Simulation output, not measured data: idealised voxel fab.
process module | voxel transistor to metal
cross-section cut | 195 nm wide | cells 5 nm
A cross-section is a grid of square cells, given in bands from the top down. A band is one or more rows of cells.
Each band's line starts with the height of the band's top and of its bottom, in nm. Then come its materials from left to right, each with its width in nm. One material with "throughout" fills the band from edge to edge. "air" is empty space.
Height 0 is the level under which the wafer as received is all one material. The lowest band goes on downwards, as in "0 down".
A width such as "30 to 40" changes by the same amount from each row of cells to the next, from the band's top row to its bottom row.
"no change" after a step means that no cell of the cross-section changed.
closed voids: empty space of 8 cells or more with no open way to the top, each as width x height at its distance from the left edge, in nm
after a step's settings: what the simulator itself notes on the step
overlay nm, on a step with a mask: how far to the right of its planned place the mask lay; to the left if negative
plan
1 op RECEIVE | material Si
2 op OXIDIZE | depth nm 5
3 op CONFORMAL_DEP | material SiN | thk nm 10
4 op DIRECTIONAL_DEP | material aC | thk nm 15
5 op PATTERN | tone cover | mask id ACTIVE | material resist | width nm 130 | thk nm 30 | overlay nm 0
6 op DIRECTIONAL_ETCH | etch materials aC | depth nm 15
7 op STRIP | etch materials resist
8 op DIRECTIONAL_ETCH | etch materials SiN | depth nm 10
9 op DIRECTIONAL_ETCH | etch materials SiO2 | depth nm 5
10 op DIRECTIONAL_ETCH | etch materials Si | depth nm 30
11 op STRIP | etch materials aC
12 op FILL_DEP | material SiO2 | thk nm 5
13 op CMP | height nm 10
14 op SELECTIVE_ETCH | etch materials SiO2 | depth nm 10
15 op STRIP | etch materials SiN
16 op SELECTIVE_ETCH | etch materials SiO2 | depth nm 5
17 op OXIDIZE | depth nm 5
18 op DIRECTIONAL_DEP | material polySi | thk nm 30
19 op DIRECTIONAL_DEP | material SiCN | thk nm 10
20 op DIRECTIONAL_DEP | material aC | thk nm 15
21 op PATTERN | tone cover | mask id GATE | material resist | width nm 30 | thk nm 30 | overlay nm 0
22 op DIRECTIONAL_ETCH | etch materials aC | depth nm 15
23 op STRIP | etch materials resist
24 op DIRECTIONAL_ETCH | etch materials SiCN | depth nm 20
25 op DIRECTIONAL_ETCH | etch materials polySi | depth nm 40
26 op STRIP | etch materials aC
27 op CONFORMAL_DEP | material SiN | thk nm 10
28 op DIRECTIONAL_ETCH | etch materials SiN | depth nm 10
29 op DIRECTIONAL_ETCH | etch materials SiO2 | depth nm 5
30 op DIRECTIONAL_ETCH | etch materials Si | depth nm 10
31 op EPI | material pSi | thk nm 10
32 op FILL_DEP | material SiO2 | thk nm 10
33 op CMP | height nm 25
34 op STRIP | etch materials polySi
35 op SELECTIVE_ETCH | etch materials SiO2 | depth nm 5
36 op CONFORMAL_DEP | material HfO2 | thk nm 5
37 op CONFORMAL_DEP | material TiN | thk nm 5
38 op FILL_DEP | material W | thk nm 10
39 op CMP | height nm 20
40 op DIRECTIONAL_DEP | material SiO2 | thk nm 10
41 op PATTERN | tone open | mask id CONTACT | material resist | width nm 20 | pitch nm 90 | thk nm 20 | overlay nm 0
42 op DIRECTIONAL_ETCH | etch materials SiO2 | depth nm 40
43 op STRIP | etch materials resist
44 op CONFORMAL_DEP | material TiN | thk nm 5
45 op FILL_DEP | material W | thk nm 10
46 op CMP | height nm 30
47 op DIRECTIONAL_DEP | material TiN | thk nm 5
48 op DIRECTIONAL_DEP | material Ru | thk nm 25
49 op MASKED_ETCH | tone cover | mask id METAL_1 | width nm 20 | pitch nm 90 | etch materials Ru | depth nm 25 | overlay nm 0
50 op MASKED_ETCH | tone cover | mask id METAL_1 | width nm 20 | pitch nm 90 | etch materials TiN | depth nm 5 | overlay nm 0
51 op CONFORMAL_DEP | material SiN | thk nm 5
52 op FILL_DEP | material SiO2 | thk nm 5
53 op CMP | height nm 60
54 op CONFORMAL_DEP | material SiCN | thk nm 5
as received, after step 1
  0 down: Si throughout
  closed voids: none
a wafer at the end: this start, this plan, one mistake
  65 to 60: SiCN throughout
  60 to 35: SiO2 35 | SiN 5 | Ru 20 | SiN 5 | SiO2 60 | SiN 5 | Ru 20 | SiN 5 | SiO2 40
  35 to 30: SiN 40 | TiN 20 | SiN 70 | TiN 20 | SiN 45
  30 to 20: SiO2 40 | TiN 5 | W 10 | TiN 5 | SiO2 70 | TiN 5 | W 10 | TiN 5 | SiO2 45
  20 to 0: SiO2 40 | TiN 5 | W 10 | TiN 5 | SiO2 10 | SiN 10 | HfO2 5 | TiN 5 | W 10 | TiN 5 | HfO2 5 | SiN 10 | SiO2 10 | TiN 5 | W 10 | TiN 5 | SiO2 45
  0 to -5: SiO2 40 | TiN 5 | W 10 | TiN 5 | pSi 10 | SiN 10 | HfO2 5 | TiN 20 | HfO2 5 | SiN 10 | pSi 10 | TiN 5 | W 10 | TiN 5 | SiO2 45
  -5 to -10: SiO2 40 | TiN 20 | pSi 10 | SiO2 5 | HfO2 40 | SiO2 5 | pSi 10 | TiN 20 | SiO2 45
  -10 to -20: SiO2 35 | pSi 35 | Si 50 | pSi 35 | SiO2 40
  -20 to -35: SiO2 35 | Si 120 | SiO2 40
  -35 down: Si throughout
  closed voids: none
what went wrong: step 5 ran as: op PATTERN | tone cover | mask id ACTIVE | material resist | width nm 120 | thk nm 30 | overlay nm 0
